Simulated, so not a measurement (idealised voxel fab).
The process module presented herein is designated voxel transistor to metal.
Pictured: cross-section cut, 300 nm wide, on a grid of 5 nm square cells.
The cross-sections in this document take the form of a grid made of square cells. They are written out as bands, in order from top to bottom. Each band consists of one or more rows of cells. This entry defines a band. It first specifies the height of the band's top and the height of its bottom in nm, and then specifies the band's materials from left to right, stating each material with its width in nm. The word "everywhere" identifies a single material that fills the band from edge to edge, while the word "air" identifies empty space. The level at which height equals 0 is the one under which the wafer, as it arrives, is entirely one material. No lower edge exists for the bottom band, which continues downward and is notated as in "0 nm and below". Width "30..40": first value at the band's top row of cells, second value at its bottom row, equal change from row to row. Step note "same as before" = no cross-section cell changed. Internal closed voids: empty space of 8 cells or more with no open way to the top, each as width x height at its distance from the left edge, in nm. That trailing text on a step's line, after the settings, is the simulator's own remark on the step. overlay nm: on a step with a mask, how far right of its planned place the mask lay; negative means left. For the reader: what remains of this document is a series of pairs, each showing a cross-section before one process step and a cross-section after that step which reaches down only to the lowest band that changed, with the step between them and its settings set out under the pair. It should not be assumed that a pair continues from the pair above it; the pairs can come from different runs of this module on the same starting wafer, and such continuity exists only where the entry headed "Incoming structure" says so.

Incoming structure
* 90 nm to 75 nm | 40 lowk | 20 air | 105 lowk | 20 air | 115 lowk
* 75 nm to 60 nm | 40 lowk | 15 air | 110 lowk | 15 air | 120 lowk
* 60 nm to 55 nm | 40 SiCN | 15 air | 110 SiCN | 15 air | 120 SiCN
* 55 nm to 40 nm | 35 SiO2 | 5 SiN | 20 Ru | 5 SiN | 45 SiO2 | 5 SiN | 20 Ru | 5 SiN | 20 SiO2 | 5 SiN | 20 Ru | 5 SiN | 45 SiO2 | 5 SiN | 20 Ru | 5 SiN | 35 SiO2
* 40 nm to 35 nm | 40 SiN | 20 TiN | 55 SiN | 20 TiN | 30 SiN | 20 TiN | 55 SiN | 20 TiN | 40 SiN
* 35 nm to 25 nm | 40 SiO2 | 5 TiN | 15 Ru | 5 TiN | 50 SiO2 | 5 TiN | 15 Ru | 5 TiN | 25 SiO2 | 5 TiN | 15 Ru | 5 TiN | 50 SiO2 | 5 TiN | 15 Ru | 5 TiN | 35 SiO2
* 25 nm to 20 nm | 40 SiO2 | 5 TiN | 15 Ru | 5 TiN | 5 SiO2 | 5 SiN | 5 HfO2 | 5 TiN | 5 W | 5 TiN | 5 HfO2 | 5 SiN | 10 SiO2 | 5 TiN | 15 Ru | 5 TiN | 25 SiO2 | 5 TiN | 15 Ru | 5 TiN | 5 SiO2 | 5 SiN | 5 HfO2 | 5 TiN | 5 W | 5 TiN | 5 HfO2 | 5 SiN | 10 SiO2 | 5 TiN | 15 Ru | 5 TiN | 35 SiO2
* 20 nm to 15 nm | 40 SiO2 | 25 TiN | 5 SiO2 | 5 SiN | 5 HfO2 | 5 TiN | 5 W | 5 TiN | 5 HfO2 | 5 SiN | 10 SiO2 | 15 TiN | 5 Ru | 5 TiN | 25 SiO2 | 25 TiN | 5 SiO2 | 5 SiN | 5 HfO2 | 5 TiN | 5 W | 5 TiN | 5 HfO2 | 5 SiN | 10 SiO2 | 15 TiN | 5 Ru | 5 TiN | 35 SiO2
* 15 nm to 5 nm | 40 SiO2 | 10 TiN | 20 pSi | 5 SiN | 5 HfO2 | 5 TiN | 5 W | 5 TiN | 5 HfO2 | 5 SiN | 20 pSi | 5 TiN | 5 Ru | 5 TiN | 25 SiO2 | 10 TiN | 20 pSi | 5 SiN | 5 HfO2 | 5 TiN | 5 W | 5 TiN | 5 HfO2 | 5 SiN | 20 pSi | 5 TiN | 5 Ru | 5 TiN | 35 SiO2
* 5 nm to 0 nm | 30 SiO2 | 5 SiN | 5 SiO2 | 10 TiN | 20 pSi | 5 SiN | 5 HfO2 | 15 TiN | 5 HfO2 | 5 SiN | 20 pSi | 15 TiN | 5 SiN | 10 SiO2 | 5 SiN | 5 SiO2 | 10 TiN | 20 pSi | 5 SiN | 5 HfO2 | 15 TiN | 5 HfO2 | 5 SiN | 20 pSi | 15 TiN | 5 SiN | 30 SiO2
* 0 nm to -5 nm | 35 SiO2 | 35 pSi | 35 HfO2 | 35 pSi | 20 SiO2 | 35 pSi | 35 HfO2 | 35 pSi | 35 SiO2
* -5 nm to -20 nm | 40 SiO2 | 30 pSi | 35 Si | 30 pSi | 30 SiO2 | 30 pSi | 35 Si | 30 pSi | 40 SiO2
* -20 nm to -35 nm | 40 SiO2 | 95 Si | 30 SiO2 | 95 Si | 40 SiO2
* -35 nm and below | Si everywhere
* Internal closed voids: none

after
* 95 nm to 90 nm | 45 TiN | 10 air | 115 TiN | 10 air | 120 TiN
* 90 nm to 80 nm | 40 lowk | 5 TiN | 10 air | 5 TiN | 105 lowk | 5 TiN | 10 air | 5 TiN | 115 lowk
* 80 nm to 75 nm | 40 lowk | 5 TiN | 5 air | 10 TiN | 105 lowk | 5 TiN | 5 air | 10 TiN | 115 lowk
* 75 nm to 60 nm | 40 lowk | 5 TiN | 5 air | 5 TiN | 110 lowk | 5 TiN | 5 air | 5 TiN | 120 lowk
* 60 nm to 55 nm | 40 SiCN | 15 TiN | 110 SiCN | 15 TiN | 120 SiCN
* No changes below 55.
* Internal closed voids: none
Process step (between the before and after cross-sections above): CONFORMAL_DEP with material TiN, thk nm 5

Incoming structure: The initial state for this step is given by the after cross-section of the immediately preceding pair.

after
* 105 nm to 95 nm | Cu everywhere
* 95 nm to 90 nm | 45 TiN | 10 Cu | 115 TiN | 10 Cu | 120 TiN
* 90 nm to 80 nm | 40 lowk | 5 TiN | 10 Cu | 5 TiN | 105 lowk | 5 TiN | 10 Cu | 5 TiN | 115 lowk
* 80 nm to 75 nm | 40 lowk | 5 TiN | 5 Cu | 10 TiN | 105 lowk | 5 TiN | 5 Cu | 10 TiN | 115 lowk
* 75 nm to 60 nm | 40 lowk | 5 TiN | 5 Cu | 5 TiN | 110 lowk | 5 TiN | 5 Cu | 5 TiN | 120 lowk
* No changes below 60.
* Internal closed voids: none
Process step (between the before and after cross-sections above): FILL_DEP with material Cu, thk nm 10

Incoming structure: The initial state for this step is given by the after cross-section of the immediately preceding pair.

after
* 90 nm to 80 nm | 40 lowk | 5 TiN | 10 Cu | 5 TiN | 105 lowk | 5 TiN | 10 Cu | 5 TiN | 115 lowk
* No changes below 80.
* Internal closed voids: none
Process step (between the before and after cross-sections above): CMP with height nm 90

Incoming structure: The initial state for this step is given by the after cross-section of the immediately preceding pair.

after
* 95 nm to 90 nm | SiCN everywhere
* No changes below 90.
* Internal closed voids: none
Process step (between the before and after cross-sections above): CONFORMAL_DEP with material SiCN, thk nm 5

Incoming structure
* 100 nm to 90 nm | aC everywhere
* 90 nm to 60 nm | lowk everywhere
* 60 nm to 55 nm | SiCN everywhere
* 55 nm to 40 nm | 35 SiO2 | 5 SiN | 20 Ru | 5 SiN | 45 SiO2 | 5 SiN | 20 Ru | 5 SiN | 20 SiO2 | 5 SiN | 20 Ru | 5 SiN | 45 SiO2 | 5 SiN | 20 Ru | 5 SiN | 35 SiO2
* 40 nm to 35 nm | 40 SiN | 20 TiN | 55 SiN | 20 TiN | 30 SiN | 20 TiN | 55 SiN | 20 TiN | 40 SiN
* 35 nm to 25 nm | 40 SiO2 | 5 TiN | 10 Ru | 5 TiN | 55 SiO2 | 5 TiN | 10 Ru | 5 TiN | 30 SiO2 | 5 TiN | 10 Ru | 5 TiN | 55 SiO2 | 5 TiN | 10 Ru | 5 TiN | 40 SiO2
* 25 nm to 20 nm | 40 SiO2 | 5 TiN | 10 Ru | 5 TiN | 10 SiO2 | 5 SiN | 5 HfO2 | 5 TiN | 5 W | 5 TiN | 5 HfO2 | 5 SiN | 10 SiO2 | 5 TiN | 10 Ru | 5 TiN | 30 SiO2 | 5 TiN | 10 Ru | 5 TiN | 10 SiO2 | 5 SiN | 5 HfO2 | 5 TiN | 5 W | 5 TiN | 5 HfO2 | 5 SiN | 10 SiO2 | 5 TiN | 10 Ru | 5 TiN | 40 SiO2
* 20 nm to 15 nm | 40 SiO2 | 20 TiN | 10 SiO2 | 5 SiN | 5 HfO2 | 5 TiN | 5 W | 5 TiN | 5 HfO2 | 5 SiN | 10 SiO2 | 20 TiN | 30 SiO2 | 20 TiN | 10 SiO2 | 5 SiN | 5 HfO2 | 5 TiN | 5 W | 5 TiN | 5 HfO2 | 5 SiN | 10 SiO2 | 20 TiN | 40 SiO2
* 15 nm to 5 nm | 40 SiO2 | 10 TiN | 20 pSi | 5 SiN | 5 HfO2 | 5 TiN | 5 W | 5 TiN | 5 HfO2 | 5 SiN | 20 pSi | 10 TiN | 30 SiO2 | 10 TiN | 20 pSi | 5 SiN | 5 HfO2 | 5 TiN | 5 W | 5 TiN | 5 HfO2 | 5 SiN | 20 pSi | 10 TiN | 40 SiO2
* 5 nm to 0 nm | 30 SiO2 | 5 SiN | 5 SiO2 | 10 TiN | 20 pSi | 5 SiN | 5 HfO2 | 15 TiN | 5 HfO2 | 5 SiN | 20 pSi | 10 TiN | 5 SiO2 | 5 SiN | 10 SiO2 | 5 SiN | 5 SiO2 | 10 TiN | 20 pSi | 5 SiN | 5 HfO2 | 15 TiN | 5 HfO2 | 5 SiN | 20 pSi | 10 TiN | 5 SiO2 | 5 SiN | 30 SiO2
* 0 nm to -5 nm | 35 SiO2 | 35 pSi | 35 HfO2 | 35 pSi | 20 SiO2 | 35 pSi | 35 HfO2 | 35 pSi | 35 SiO2
* -5 nm to -20 nm | 40 SiO2 | 30 pSi | 35 Si | 30 pSi | 30 SiO2 | 30 pSi | 35 Si | 30 pSi | 40 SiO2
* -20 nm to -35 nm | 40 SiO2 | 95 Si | 30 SiO2 | 95 Si | 40 SiO2
* -35 nm and below | Si everywhere
* Internal closed voids: none

after
* 130 nm to 100 nm | 45 resist | 15 air | 110 resist | 15 air | 115 resist
* No changes below 100.
* Internal closed voids: none
Process step (between the before and after cross-sections above): PATTERN with tone open, mask id METAL_2_HOLES, material resist, width nm 15, pitch nm 125, thk nm 30, overlay nm 5

Incoming structure: The initial state for this step is given by the after cross-section of the immediately preceding pair.

after
* 120 nm to 100 nm | 45 resist | 15 air | 110 resist | 15 air | 115 resist
* 100 nm to 90 nm | 45 aC | 15 air | 110 aC | 15 air | 115 aC
* No changes below 90.
* Internal closed voids: none
Process step (between the before and after cross-sections above): DIRECTIONAL_ETCH with etch materials aC, depth nm 10

Incoming structure: The initial state for this step is given by the after cross-section of the immediately preceding pair.

after
* 100 nm to 90 nm | 45 aC | 15 air | 110 aC | 15 air | 115 aC
* No changes below 90.
* Internal closed voids: none
Process step (between the before and after cross-sections above): STRIP with etch materials resist

Incoming structure: The initial state for this step is given by the after cross-section of the immediately preceding pair.

after
* 100 nm to 90 nm | 45 aC | 15 air | 110 aC | 15 air | 115 aC
* 90 nm to 60 nm | 45 lowk | 15 air | 110 lowk | 15 air | 115 lowk
* No changes below 60.
* Internal closed voids: none
Process step (between the before and after cross-sections above): DIRECTIONAL_ETCH with etch materials lowk, depth nm 30

Incoming structure: The initial state for this step is given by the after cross-section of the immediately preceding pair.

after
* 90 nm to 60 nm | 45 lowk | 15 air | 110 lowk | 15 air | 115 lowk
* No changes below 60.
* Internal closed voids: none
Process step (between the before and after cross-sections above): STRIP with etch materials aC

Incoming structure: The initial state for this step is given by the after cross-section of the immediately preceding pair.

after
* 110 nm to 90 nm | 40 resist | 20 air | 105 resist | 20 air | 115 resist
* No changes below 90.
* Internal closed voids: none
Process step (between the before and after cross-sections above): PATTERN with tone open, mask id METAL_2, material resist, width nm 20, pitch nm 125, thk nm 20, overlay nm 0

Incoming structure: The initial state for this step is given by the after cross-section of the immediately preceding pair.

after
* 110 nm to 90 nm | 40 resist | 20 air | 105 resist | 20 air | 115 resist
* 90 nm to 75 nm | 40 lowk | 20 air | 105 lowk | 20 air | 115 lowk
* No changes below 75.
* Internal closed voids: none
Process step (between the before and after cross-sections above): DIRECTIONAL_ETCH with etch materials lowk, depth nm 15

Incoming structure: The initial state for this step is given by the after cross-section of the immediately preceding pair.

after
* 110 nm to 90 nm | 40 resist | 20 air | 105 resist | 20 air | 115 resist
* 90 nm to 75 nm | 40 lowk | 20 air | 105 lowk | 20 air | 115 lowk
* 75 nm to 60 nm | 45 lowk | 15 air | 110 lowk | 15 air | 115 lowk
* 60 nm to 55 nm | 45 SiCN | 15 air | 110 SiCN | 15 air | 115 SiCN
* No changes below 55.
* Internal closed voids: none
Process step (between the before and after cross-sections above): DIRECTIONAL_ETCH with etch materials SiCN, depth nm 5

Incoming structure: The initial state for this step is given by the after cross-section of the immediately preceding pair.

after
* 90 nm to 75 nm | 40 lowk | 20 air | 105 lowk | 20 air | 115 lowk
* No changes below 75.
* Internal closed voids: none
Process step (between the before and after cross-sections above): STRIP with etch materials resist

Incoming structure: The initial state for this step is given by the after cross-section of the immediately preceding pair.

after
* 95 nm to 90 nm | 45 TiN | 10 air | 115 TiN | 10 air | 120 TiN
* 90 nm to 80 nm | 40 lowk | 5 TiN | 10 air | 5 TiN | 105 lowk | 5 TiN | 10 air | 5 TiN | 115 lowk
* 80 nm to 75 nm | 40 lowk | 10 TiN | 5 air | 5 TiN | 105 lowk | 10 TiN | 5 air | 5 TiN | 115 lowk
* 75 nm to 60 nm | 45 lowk | 5 TiN | 5 air | 5 TiN | 110 lowk | 5 TiN | 5 air | 5 TiN | 115 lowk
* 60 nm to 55 nm | 45 SiCN | 15 TiN | 110 SiCN | 15 TiN | 115 SiCN
* No changes below 55.
* Internal closed voids: none
Process step (between the before and after cross-sections above): CONFORMAL_DEP with material TiN, thk nm 5

Incoming structure: The initial state for this step is given by the after cross-section of the immediately preceding pair.

after
* 105 nm to 95 nm | Cu everywhere
* 95 nm to 90 nm | 45 TiN | 10 Cu | 115 TiN | 10 Cu | 120 TiN
* 90 nm to 80 nm | 40 lowk | 5 TiN | 10 Cu | 5 TiN | 105 lowk | 5 TiN | 10 Cu | 5 TiN | 115 lowk
* 80 nm to 75 nm | 40 lowk | 10 TiN | 5 Cu | 5 TiN | 105 lowk | 10 TiN | 5 Cu | 5 TiN | 115 lowk
* 75 nm to 60 nm | 45 lowk | 5 TiN | 5 Cu | 5 TiN | 110 lowk | 5 TiN | 5 Cu | 5 TiN | 115 lowk
* No changes below 60.
* Internal closed voids: none
Process step (between the before and after cross-sections above): FILL_DEP with material Cu, thk nm 10

Incoming structure: The initial state for this step is given by the after cross-section of the immediately preceding pair.

after
* 90 nm to 80 nm | 40 lowk | 5 TiN | 10 Cu | 5 TiN | 105 lowk | 5 TiN | 10 Cu | 5 TiN | 115 lowk
* No changes below 80.
* Internal closed voids: none
Process step (between the before and after cross-sections above): CMP with height nm 90

Incoming structure: The initial state for this step is given by the after cross-section of the immediately preceding pair.

after
* 95 nm to 90 nm | SiCN everywhere
* No changes below 90.
* Internal closed voids: none
Process step (between the before and after cross-sections above): CONFORMAL_DEP with material SiCN, thk nm 5

Incoming structure
* 45 nm to 30 nm | 70 air | 5 SiN | 25 SiCN | 5 SiN | 90 air | 5 SiN | 25 SiCN | 5 SiN | 70 air
* 30 nm to 5 nm | 70 air | 5 SiN | 25 polySi | 5 SiN | 90 air | 5 SiN | 25 polySi | 5 SiN | 70 air
* 5 nm to 0 nm | 30 SiO2 | 5 SiN | 35 air | 5 SiN | 25 polySi | 5 SiN | 35 air | 5 SiN | 10 SiO2 | 5 SiN | 35 air | 5 SiN | 25 polySi | 5 SiN | 35 air | 5 SiN | 30 SiO2
* 0 nm to -5 nm | SiO2 everywhere
* -5 nm to -35 nm | 40 SiO2 | 95 Si | 30 SiO2 | 95 Si | 40 SiO2
* -35 nm and below | Si everywhere
* Internal closed voids: none

after
* 45 nm to 40 nm | 75 air | 25 SiCN | 100 air | 25 SiCN | 75 air
* 40 nm to 30 nm | 70 air | 5 SiN | 25 SiCN | 5 SiN | 90 air | 5 SiN | 25 SiCN | 5 SiN | 70 air
* 30 nm to 5 nm | 70 air | 5 SiN | 25 polySi | 5 SiN | 90 air | 5 SiN | 25 polySi | 5 SiN | 70 air
* 5 nm to 0 nm | 30 SiO2 | 40 air | 5 SiN | 25 polySi | 5 SiN | 40 air | 10 SiO2 | 40 air | 5 SiN | 25 polySi | 5 SiN | 40 air | 30 SiO2
* No changes below 0.
* Internal closed voids: none
Process step (between the before and after cross-sections above): DIRECTIONAL_ETCH with etch materials SiN, depth nm 5

Incoming structure: The initial state for this step is given by the after cross-section of the immediately preceding pair.

after
* 50 nm to 45 nm | SiO2 everywhere
* 45 nm to 40 nm | 75 SiO2 | 25 SiCN | 100 SiO2 | 25 SiCN | 75 SiO2
* 40 nm to 30 nm | 70 SiO2 | 5 SiN | 25 SiCN | 5 SiN | 90 SiO2 | 5 SiN | 25 SiCN | 5 SiN | 70 SiO2
* 30 nm to 0 nm | 70 SiO2 | 5 SiN | 25 polySi | 5 SiN | 90 SiO2 | 5 SiN | 25 polySi | 5 SiN | 70 SiO2
* No changes below 0.
* Internal closed voids: none
Process step (between the before and after cross-sections above): FILL_DEP with material SiO2, thk nm 5

Incoming structure: The initial state for this step is given by the after cross-section of the immediately preceding pair.

after
* 30 nm to 0 nm | 70 SiO2 | 5 SiN | 25 polySi | 5 SiN | 90 SiO2 | 5 SiN | 25 polySi | 5 SiN | 70 SiO2
* No changes below 0.
* Internal closed voids: none
Process step (between the before and after cross-sections above): CMP with height nm 30

Incoming structure: The initial state for this step is given by the after cross-section of the immediately preceding pair.

after
* 30 nm to 0 nm | 70 SiO2 | 5 SiN | 25 air | 5 SiN | 90 SiO2 | 5 SiN | 25 air | 5 SiN | 70 SiO2
* No changes below 0.
* Internal closed voids: none
Process step (between the before and after cross-sections above): STRIP with etch materials polySi

Incoming structure: The initial state for this step is given by the after cross-section of the immediately preceding pair.

after
* 30 nm to 25 nm | 70 air | 5 SiN | 25 air | 5 SiN | 90 air | 5 SiN | 25 air | 5 SiN | 70 air
* 25 nm to 0 nm | 70 SiO2 | 5 SiN | 25 air | 5 SiN | 90 SiO2 | 5 SiN | 25 air | 5 SiN | 70 SiO2
* 0 nm to -5 nm | 70 SiO2 | 35 air | 90 SiO2 | 35 air | 70 SiO2
* No changes below -5.
* Internal closed voids: none
Process step (between the before and after cross-sections above): SELECTIVE_ETCH with etch materials SiO2, depth nm 5

Incoming structure: The initial state for this step is given by the after cross-section of the immediately preceding pair.

after
* 35 nm to 30 nm | 65 air | 15 HfO2 | 15 air | 15 HfO2 | 80 air | 15 HfO2 | 15 air | 15 HfO2 | 65 air
* 30 nm to 25 nm | 70 HfO2 | 5 SiN | 5 HfO2 | 15 air | 5 HfO2 | 5 SiN | 90 HfO2 | 5 SiN | 5 HfO2 | 15 air | 5 HfO2 | 5 SiN | 70 HfO2
* 25 nm to 0 nm | 70 SiO2 | 5 SiN | 5 HfO2 | 15 air | 5 HfO2 | 5 SiN | 90 SiO2 | 5 SiN | 5 HfO2 | 15 air | 5 HfO2 | 5 SiN | 70 SiO2
* 0 nm to -5 nm | 70 SiO2 | 35 HfO2 | 90 SiO2 | 35 HfO2 | 70 SiO2
* No changes below -5.
* Internal closed voids: none
Process step (between the before and after cross-sections above): CONFORMAL_DEP with material HfO2, thk nm 5

Incoming structure: The initial state for this step is given by the after cross-section of the immediately preceding pair.

after
* 40 nm to 35 nm | 60 air | 25 TiN | 5 air | 25 TiN | 70 air | 25 TiN | 5 air | 25 TiN | 60 air
* 35 nm to 30 nm | 65 TiN | 15 HfO2 | 5 TiN | 5 air | 5 TiN | 15 HfO2 | 80 TiN | 15 HfO2 | 5 TiN | 5 air | 5 TiN | 15 HfO2 | 65 TiN
* 30 nm to 25 nm | 70 HfO2 | 5 SiN | 5 HfO2 | 5 TiN | 5 air | 5 TiN | 5 HfO2 | 5 SiN | 90 HfO2 | 5 SiN | 5 HfO2 | 5 TiN | 5 air | 5 TiN | 5 HfO2 | 5 SiN | 70 HfO2
* 25 nm to 5 nm | 70 SiO2 | 5 SiN | 5 HfO2 | 5 TiN | 5 air | 5 TiN | 5 HfO2 | 5 SiN | 90 SiO2 | 5 SiN | 5 HfO2 | 5 TiN | 5 air | 5 TiN | 5 HfO2 | 5 SiN | 70 SiO2
* 5 nm to 0 nm | 70 SiO2 | 5 SiN | 5 HfO2 | 15 TiN | 5 HfO2 | 5 SiN | 90 SiO2 | 5 SiN | 5 HfO2 | 15 TiN | 5 HfO2 | 5 SiN | 70 SiO2
* No changes below 0.
* Internal closed voids: none
Process step (between the before and after cross-sections above): CONFORMAL_DEP with material TiN, thk nm 5

Incoming structure: The initial state for this step is given by the after cross-section of the immediately preceding pair.

after
* 45 nm to 40 nm | W everywhere
* 40 nm to 35 nm | 60 W | 25 TiN | 5 W | 25 TiN | 70 W | 25 TiN | 5 W | 25 TiN | 60 W
* 35 nm to 30 nm | 65 TiN | 15 HfO2 | 5 TiN | 5 W | 5 TiN | 15 HfO2 | 80 TiN | 15 HfO2 | 5 TiN | 5 W | 5 TiN | 15 HfO2 | 65 TiN
* 30 nm to 25 nm | 70 HfO2 | 5 SiN | 5 HfO2 | 5 TiN | 5 W | 5 TiN | 5 HfO2 | 5 SiN | 90 HfO2 | 5 SiN | 5 HfO2 | 5 TiN | 5 W | 5 TiN | 5 HfO2 | 5 SiN | 70 HfO2
* 25 nm to 5 nm | 70 SiO2 | 5 SiN | 5 HfO2 | 5 TiN | 5 W | 5 TiN | 5 HfO2 | 5 SiN | 90 SiO2 | 5 SiN | 5 HfO2 | 5 TiN | 5 W | 5 TiN | 5 HfO2 | 5 SiN | 70 SiO2
* No changes below 5.
* Internal closed voids: none
Process step (between the before and after cross-sections above): FILL_DEP with material W, thk nm 5

Incoming structure: The initial state for this step is given by the after cross-section of the immediately preceding pair.

after
* 25 nm to 5 nm | 70 SiO2 | 5 SiN | 5 HfO2 | 5 TiN | 5 W | 5 TiN | 5 HfO2 | 5 SiN | 90 SiO2 | 5 SiN | 5 HfO2 | 5 TiN | 5 W | 5 TiN | 5 HfO2 | 5 SiN | 70 SiO2
* No changes below 5.
* Internal closed voids: none
Process step (between the before and after cross-sections above): CMP with height nm 25

Incoming structure: The initial state for this step is given by the after cross-section of the immediately preceding pair.

after
* 35 nm to 25 nm | SiO2 everywhere
* No changes below 25.
* Internal closed voids: none
Process step (between the before and after cross-sections above): DIRECTIONAL_DEP with material SiO2, thk nm 10

Incoming structure: The initial state for this step is given by the after cross-section of the immediately preceding pair.

after
* 45 nm to 35 nm | aC everywhere
* No changes below 35.
* Internal closed voids: none
Process step (between the before and after cross-sections above): DIRECTIONAL_DEP with material aC, thk nm 10

Incoming structure: The initial state for this step is given by the after cross-section of the immediately preceding pair.

after
* 70 nm to 45 nm | 40 resist | 20 air | 55 resist | 20 air | 30 resist | 20 air | 55 resist | 20 air | 40 resist
* No changes below 45.
* Internal closed voids: none
Process step (between the before and after cross-sections above): PATTERN with tone open, mask id CONTACT, material resist, width nm 20, thk nm 25, overlay nm 0

Incoming structure: The initial state for this step is given by the after cross-section of the immediately preceding pair.

after
* 60 nm to 45 nm | 40 resist | 20 air | 55 resist | 20 air | 30 resist | 20 air | 55 resist | 20 air | 40 resist
* 45 nm to 35 nm | 40 aC | 20 air | 55 aC | 20 air | 30 aC | 20 air | 55 aC | 20 air | 40 aC
* No changes below 35.
* Internal closed voids: none
Process step (between the before and after cross-sections above): DIRECTIONAL_ETCH with etch materials aC, depth nm 10

Incoming structure: The initial state for this step is given by the after cross-section of the immediately preceding pair.

after
* 45 nm to 35 nm | 40 aC | 20 air | 55 aC | 20 air | 30 aC | 20 air | 55 aC | 20 air | 40 aC
* No changes below 35.
* Internal closed voids: none
Process step (between the before and after cross-sections above): STRIP with etch materials resist

Incoming structure: The initial state for this step is given by the after cross-section of the immediately preceding pair.

after
* 45 nm to 35 nm | 40 aC | 20 air | 55 aC | 20 air | 30 aC | 20 air | 55 aC | 20 air | 40 aC
* 35 nm to 25 nm | 40 SiO2 | 20 air | 55 SiO2 | 20 air | 30 SiO2 | 20 air | 55 SiO2 | 20 air | 40 SiO2
* 25 nm to 5 nm | 40 SiO2 | 20 air | 10 SiO2 | 5 SiN | 5 HfO2 | 5 TiN | 5 W | 5 TiN | 5 HfO2 | 5 SiN | 10 SiO2 | 20 air | 30 SiO2 | 20 air | 10 SiO2 | 5 SiN | 5 HfO2 | 5 TiN | 5 W | 5 TiN | 5 HfO2 | 5 SiN | 10 SiO2 | 20 air | 40 SiO2
* 5 nm to 0 nm | 40 SiO2 | 20 air | 10 SiO2 | 5 SiN | 5 HfO2 | 15 TiN | 5 HfO2 | 5 SiN | 10 SiO2 | 20 air | 30 SiO2 | 20 air | 10 SiO2 | 5 SiN | 5 HfO2 | 15 TiN | 5 HfO2 | 5 SiN | 10 SiO2 | 20 air | 40 SiO2
* No changes below 0.
* Internal closed voids: none
Process step (between the before and after cross-sections above): DIRECTIONAL_ETCH with etch materials SiO2, depth nm 35

Incoming structure: The initial state for this step is given by the after cross-section of the immediately preceding pair.

after
* 35 nm to 25 nm | 40 SiO2 | 20 air | 55 SiO2 | 20 air | 30 SiO2 | 20 air | 55 SiO2 | 20 air | 40 SiO2
* No changes below 25.
* Internal closed voids: none
Process step (between the before and after cross-sections above): STRIP with etch materials aC

Incoming structure: The initial state for this step is given by the after cross-section of the immediately preceding pair.

after
* 40 nm to 35 nm | 45 TiN | 10 air | 65 TiN | 10 air | 40 TiN | 10 air | 65 TiN | 10 air | 45 TiN
* 35 nm to 25 nm | 40 SiO2 | 5 TiN | 10 air | 5 TiN | 55 SiO2 | 5 TiN | 10 air | 5 TiN | 30 SiO2 | 5 TiN | 10 air | 5 TiN | 55 SiO2 | 5 TiN | 10 air | 5 TiN | 40 SiO2
* 25 nm to 5 nm | 40 SiO2 | 5 TiN | 10 air | 5 TiN | 10 SiO2 | 5 SiN | 5 HfO2 | 5 TiN | 5 W | 5 TiN | 5 HfO2 | 5 SiN | 10 SiO2 | 5 TiN | 10 air | 5 TiN | 30 SiO2 | 5 TiN | 10 air | 5 TiN | 10 SiO2 | 5 SiN | 5 HfO2 | 5 TiN | 5 W | 5 TiN | 5 HfO2 | 5 SiN | 10 SiO2 | 5 TiN | 10 air | 5 TiN | 40 SiO2
* 5 nm to 0 nm | 40 SiO2 | 20 TiN | 10 SiO2 | 5 SiN | 5 HfO2 | 15 TiN | 5 HfO2 | 5 SiN | 10 SiO2 | 20 TiN | 30 SiO2 | 20 TiN | 10 SiO2 | 5 SiN | 5 HfO2 | 15 TiN | 5 HfO2 | 5 SiN | 10 SiO2 | 20 TiN | 40 SiO2
* No changes below 0.
* Internal closed voids: none
Process step (between the before and after cross-sections above): CONFORMAL_DEP with material TiN, thk nm 5

Incoming structure: The initial state for this step is given by the after cross-section of the immediately preceding pair.

after
* 50 nm to 40 nm | Ru everywhere
* 40 nm to 35 nm | 45 TiN | 10 Ru | 65 TiN | 10 Ru | 40 TiN | 10 Ru | 65 TiN | 10 Ru | 45 TiN
* 35 nm to 25 nm | 40 SiO2 | 5 TiN | 10 Ru | 5 TiN | 55 SiO2 | 5 TiN | 10 Ru | 5 TiN | 30 SiO2 | 5 TiN | 10 Ru | 5 TiN | 55 SiO2 | 5 TiN | 10 Ru | 5 TiN | 40 SiO2
* 25 nm to 5 nm | 40 SiO2 | 5 TiN | 10 Ru | 5 TiN | 10 SiO2 | 5 SiN | 5 HfO2 | 5 TiN | 5 W | 5 TiN | 5 HfO2 | 5 SiN | 10 SiO2 | 5 TiN | 10 Ru | 5 TiN | 30 SiO2 | 5 TiN | 10 Ru | 5 TiN | 10 SiO2 | 5 SiN | 5 HfO2 | 5 TiN | 5 W | 5 TiN | 5 HfO2 | 5 SiN | 10 SiO2 | 5 TiN | 10 Ru | 5 TiN | 40 SiO2
* No changes below 5.
* Internal closed voids: none
Process step (between the before and after cross-sections above): FILL_DEP with material Ru, thk nm 10

Incoming structure: The initial state for this step is given by the after cross-section of the immediately preceding pair.

after
* 35 nm to 25 nm | 40 SiO2 | 5 TiN | 10 Ru | 5 TiN | 55 SiO2 | 5 TiN | 10 Ru | 5 TiN | 30 SiO2 | 5 TiN | 10 Ru | 5 TiN | 55 SiO2 | 5 TiN | 10 Ru | 5 TiN | 40 SiO2
* No changes below 25.
* Internal closed voids: none
Process step (between the before and after cross-sections above): CMP with height nm 35

Incoming structure: The initial state for this step is given by the after cross-section of the immediately preceding pair.

after
* 40 nm to 35 nm | TiN everywhere
* No changes below 35.
* Internal closed voids: none
Process step (between the before and after cross-sections above): DIRECTIONAL_DEP with material TiN, thk nm 5

Incoming structure: The initial state for this step is given by the after cross-section of the immediately preceding pair.

after
* 55 nm to 40 nm | Ru everywhere
* No changes below 40.
* Internal closed voids: none
Process step (between the before and after cross-sections above): DIRECTIONAL_DEP with material Ru, thk nm 15

Incoming structure: The initial state for this step is given by the after cross-section of the immediately preceding pair.

after
* 55 nm to 40 nm | 40 air | 20 Ru | 55 air | 20 Ru | 30 air | 20 Ru | 55 air | 20 Ru | 40 air
* No changes below 40.
* Internal closed voids: none
Process step (between the before and after cross-sections above): MASKED_ETCH with tone cover, mask id METAL_1, width nm 20, etch materials Ru, depth nm 15, overlay nm 0

Incoming structure: The initial state for this step is given by the after cross-section of the immediately preceding pair.

after
* 55 nm to 40 nm | 40 air | 20 Ru | 55 air | 20 Ru | 30 air | 20 Ru | 55 air | 20 Ru | 40 air
* 40 nm to 35 nm | 40 air | 20 TiN | 55 air | 20 TiN | 30 air | 20 TiN | 55 air | 20 TiN | 40 air
* No changes below 35.
* Internal closed voids: none
Process step (between the before and after cross-sections above): MASKED_ETCH with tone cover, mask id METAL_1, width nm 20, etch materials TiN, depth nm 5, overlay nm 0

Incoming structure: The initial state for this step is given by the after cross-section of the immediately preceding pair.

after
* 60 nm to 55 nm | 35 air | 30 SiN | 45 air | 30 SiN | 20 air | 30 SiN | 45 air | 30 SiN | 35 air
* 55 nm to 40 nm | 35 air | 5 SiN | 20 Ru | 5 SiN | 45 air | 5 SiN | 20 Ru | 5 SiN | 20 air | 5 SiN | 20 Ru | 5 SiN | 45 air | 5 SiN | 20 Ru | 5 SiN | 35 air
* 40 nm to 35 nm | 40 SiN | 20 TiN | 55 SiN | 20 TiN | 30 SiN | 20 TiN | 55 SiN | 20 TiN | 40 SiN
* No changes below 35.
* Internal closed voids: none
Process step (between the before and after cross-sections above): CONFORMAL_DEP with material SiN, thk nm 5
